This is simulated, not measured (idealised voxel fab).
The process module presented herein is designated voxel double patterning.
Pictured: cross-section cut, 260 nm wide, on a grid of 5 nm square cells.
A cross-section in this document is a grid of square cells, and it is written down as bands, the top band listed before the ones below it; a band is made up of one or more rows of cells.
Top, bottom (nm), then materials left to right with widths (nm); lone material tagged "full width" fills the whole band edge to edge; "air" = empty space.
Heights from 0 (as-received wafer is one material below). Bottom band endless downward, as "0 down".
When a width is written as two numbers, as in "30..40", the first number is the width in the top row of cells of the band and the second is the width in its bottom row, and the width changes by the same amount from each row to the next.
The cross-section has no changed cell in any step marked "nothing different".
The entry titled "Listed closed voids" provides the empty spaces that have no open way to the top, restricted to those of 8 cells or more. Each is presented as width x height at distance, the distance being measured from the left edge, with all three in nm.
That trailing text on a step's line, after the settings, is the simulator's own remark on the step.
For masked steps, "overlay nm" on the step line gives how far right of plan the mask actually lay; a minus sign means it lay to the left.
-- Steps in the process plan
1. RECEIVE,material Si
2. CONFORMAL_DEP,material SiO2,thk nm 10
3. DIRECTIONAL_DEP,material TiN,thk nm 15
4. DIRECTIONAL_DEP,material SiCN,thk nm 5
5. MASKED_ETCH,tone open,mask id FIRST,width nm 15,pitch nm 50,etch materials SiCN,depth nm 5,overlay nm 0
6. DIRECTIONAL_DEP,material aC,thk nm 15
7. PATTERN,tone open,mask id SECOND,material resist,width nm 15,pitch nm 50,thk nm 35,overlay nm 0
8. DIRECTIONAL_ETCH,etch materials aC,depth nm 15
9. STRIP,etch materials resist
10. DIRECTIONAL_ETCH,etch materials SiCN,depth nm 5
11. STRIP,etch materials aC
12. DIRECTIONAL_ETCH,etch materials TiN,depth nm 15
13. STRIP,etch materials SiCN
For this document, wafers share an identical start and vary in the step 5 width nm; the plan quotes the first wafer's value.
-- Sectional view: first of several wafers, as received, after step 1
- 0 down: Si full width
- Listed closed voids: none
-- The figure below presents a cross-section of the first of several wafers at the conclusion of the module, following its last step, step 13
- 25 to 10: TiN 70, then air 15, then TiN 10, then air 15, then TiN 10, then air 15, then TiN 10, then air 15, then TiN 10, then air 15, then TiN 75
- 10 to 0: SiO2 full width
- 0 down: Si full width
- Listed closed voids: none
-- Cross-section of the last wafer at end of module
- 25 to 10: TiN 65, then air 45, then TiN 5, then air 45, then TiN 5, then air 30, then TiN 65
- 10 to 0: SiO2 full width
- 0 down: Si full width
- Listed closed voids: none
-- Quick key for the table: a row per wafer, taken at the end of the module. For each material it tells you how many cells the wafer gained (+) or lost (-) since it came in, and the closed voids come after
width nm 15, +104 SiO2, +111 TiN, Listed closed voids: none
width nm 20, +104 SiO2, +102 TiN, Listed closed voids: none
width nm 25, +104 SiO2, +93 TiN, Listed closed voids: none
width nm 30, +104 SiO2, +84 TiN, Listed closed voids: none
